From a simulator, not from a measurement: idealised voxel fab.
process module | voxel self aligned vias
cross-section cut | 220 nm wide | cells 5 nm
A cross-section is a grid of square cells, given in bands from the top down. A band is one or more rows of cells.
Each band's line starts with the height of the band's top and of its bottom, in nm. Then come its materials from left to right, each with its width in nm. One material with "throughout" fills the band from edge to edge. "air" is empty space.
Height 0 is the level under which the wafer as received is all one material. The lowest band goes on downwards, as in "0 down".
A width such as "30 to 40" changes by the same amount from each row of cells to the next, from the band's top row to its bottom row.
"no change" after a step means that no cell of the cross-section changed.
closed voids: empty space of 8 cells or more with no open way to the top, each as width x height at its distance from the left edge, in nm
after a step's settings: what the simulator itself notes on the step
overlay nm, on a step with a mask: how far to the right of its planned place the mask lay; to the left if negative
plan
1 op RECEIVE | material Si
2 op CONFORMAL_DEP | material SiO2 | thk nm 15
3 op CONFORMAL_DEP | material SiCN | thk nm 5
4 op DIRECTIONAL_DEP | material lowk | thk nm 20
5 op DIRECTIONAL_DEP | material aC | thk nm 10
6 op PATTERN | tone open | mask id LINES | material resist | width nm 20 | pitch nm 50 | thk nm 25 | overlay nm 0
7 op DIRECTIONAL_ETCH | etch materials aC | depth nm 10
8 op STRIP | etch materials resist
9 op DIRECTIONAL_ETCH | etch materials lowk | depth nm 20
10 op STRIP | etch materials aC
11 op CONFORMAL_DEP | material TiN | thk nm 5
12 op FILL_DEP | material W | thk nm 10
13 op CMP | height nm 40
14 op SELECTIVE_ETCH | etch materials W Ru TiN | depth nm 10
15 op FILL_DEP | material SiN | thk nm 5
16 op CMP | height nm 40
17 op DIRECTIONAL_DEP | material lowk | thk nm 15
18 op PATTERN | tone open | mask id VIAS | material resist | width nm 30 | pitch nm 50 | thk nm 15 | overlay nm 0
19 op DIRECTIONAL_ETCH | etch materials lowk | depth nm 15
20 op DIRECTIONAL_ETCH | etch materials SiN | depth nm 10
21 op STRIP | etch materials resist
22 op CONFORMAL_DEP | material TiN | thk nm 5
23 op FILL_DEP | material W | thk nm 10
24 op CMP | height nm 55
25 op CONFORMAL_DEP | material SiCN | thk nm 5
as received, after step 1
  0 down: Si throughout
  closed voids: none
a wafer at the end: this start, this plan, one mistake
  60 to 55: SiCN throughout
  55 to 35: lowk 45 | TiN 5 | W 20 | TiN 5 | lowk 20 | TiN 5 | W 20 | TiN 5 | lowk 20 | TiN 5 | W 20 | TiN 5 | lowk 45
  35 to 30: lowk 45 | TiN 30 | lowk 20 | TiN 30 | lowk 20 | TiN 30 | lowk 45
  30 to 25: lowk 45 | TiN 10 | W 10 | TiN 10 | lowk 20 | TiN 10 | W 10 | TiN 10 | lowk 20 | TiN 10 | W 10 | TiN 10 | lowk 45
  25 to 20: lowk 50 | TiN 20 | lowk 30 | TiN 20 | lowk 30 | TiN 20 | lowk 50
  20 to 15: SiCN throughout
  15 to 0: SiO2 throughout
  0 down: Si throughout
  closed voids: none
what went wrong: step 19 was run twice
